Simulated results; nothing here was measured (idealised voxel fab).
Process module, titled voxel ribs on slabs
The width of the displayed cross-section, cut, is 175 nm; its cells are square, with a size of 5 nm.
Heads up, the way a cross-section reads in here is a grid of square cells, handed over as bands from the top down, with every band being one or more rows of cells. For a band, the entry starts with two heights in nm, that of the top and then that of the bottom, and carries on with the band's materials in order from left to right, each alongside its width in nm; the word "full width" beside a single material means it fills the band edge to edge, and "blank" means empty space. We count height from 0. Below that, the starting wafer is all one material. The lowest band never ends at the bottom but goes on down; see "0 nm and below" for how that is written. Top row gets the first number, bottom row gets the second, and each row in between changes by the same step: that is how a band width like "30->40" works. What does "no change occurred" mean for a step? It means no cell of the cross-section changed in that step. If an empty space has no open way to the top and is at least 8 cells in size, "Unvented voids" lists it, written width x height at distance, where distance is measured from the left edge and every value is in nm. after a step's settings: what the simulator itself notes on the step. On any step carrying a mask, the "overlay nm" setting, if present on the step's line, tells how far right of its planned place the mask lay; negative values point to the left.
The following list gives the planned process steps
| 1 | RECEIVE,material Si |
| 2 | DIRECTIONAL_DEP,material SiO2,thk nm 25 |
| 3 | DIRECTIONAL_DEP,material SiN,thk nm 25 |
| 4 | DIRECTIONAL_DEP,material aC,thk nm 10 |
| 5 | PATTERN,tone cover,mask id RIB,material resist,width nm 25,thk nm 25,overlay nm -15 |
| 6 | DIRECTIONAL_ETCH,etch materials aC,depth nm 10 |
| 7 | STRIP,etch materials resist |
| 8 | DIRECTIONAL_ETCH,etch materials SiN,depth nm 20 |
| 9 | STRIP,etch materials aC |
| 10 | PATTERN,tone cover,mask id SLAB,material resist,width nm 65,thk nm 20,overlay nm 0 |
| 11 | DIRECTIONAL_ETCH,etch materials SiN,depth nm 5 |
| 12 | STRIP,etch materials resist |
| 13 | FILL_DEP,material SiO2,thk nm 25 |
| 14 | CMP,height nm 65 |
| 15 | DIRECTIONAL_DEP,material TiN,thk nm 5 |
| 16 | PATTERN,tone cover,mask id HEATER,material resist,width nm 35,thk nm 15,overlay nm 0 |
| 17 | DIRECTIONAL_ETCH,etch materials TiN,depth nm 5 |
| 18 | STRIP,etch materials resist |
| 19 | CONFORMAL_DEP,material SiN,thk nm 5 |
Wafers differ in overlay nm at step 5; plan lists the first wafer's value; identical starting state.
The first of several wafers as received, shown in cross-section; this is its state after step 1
    0 nm and below: Si full width
    Unvented voids: none
Note: the following table is arranged by wafer, a row apiece. Each row reports the end-of-module state: per material, cells gained (+) or cells lost (-) compared with the wafer as received; closed voids follow
overlay nm -15, +70 SiN, +422 SiO2, +7 TiN, Unvented voids: none
overlay nm -10, +70 SiN, +422 SiO2, +7 TiN, Unvented voids: none
overlay nm -5, +70 SiN, +422 SiO2, +7 TiN, Unvented voids: none
overlay nm 0, +70 SiN, +422 SiO2, +7 TiN, Unvented voids: none
overlay nm 5, +70 SiN, +422 SiO2, +7 TiN, Unvented voids: none
overlay nm 10, +70 SiN, +422 SiO2, +7 TiN, Unvented voids: none
overlay nm 15, +70 SiN, +422 SiO2, +7 TiN, Unvented voids: none
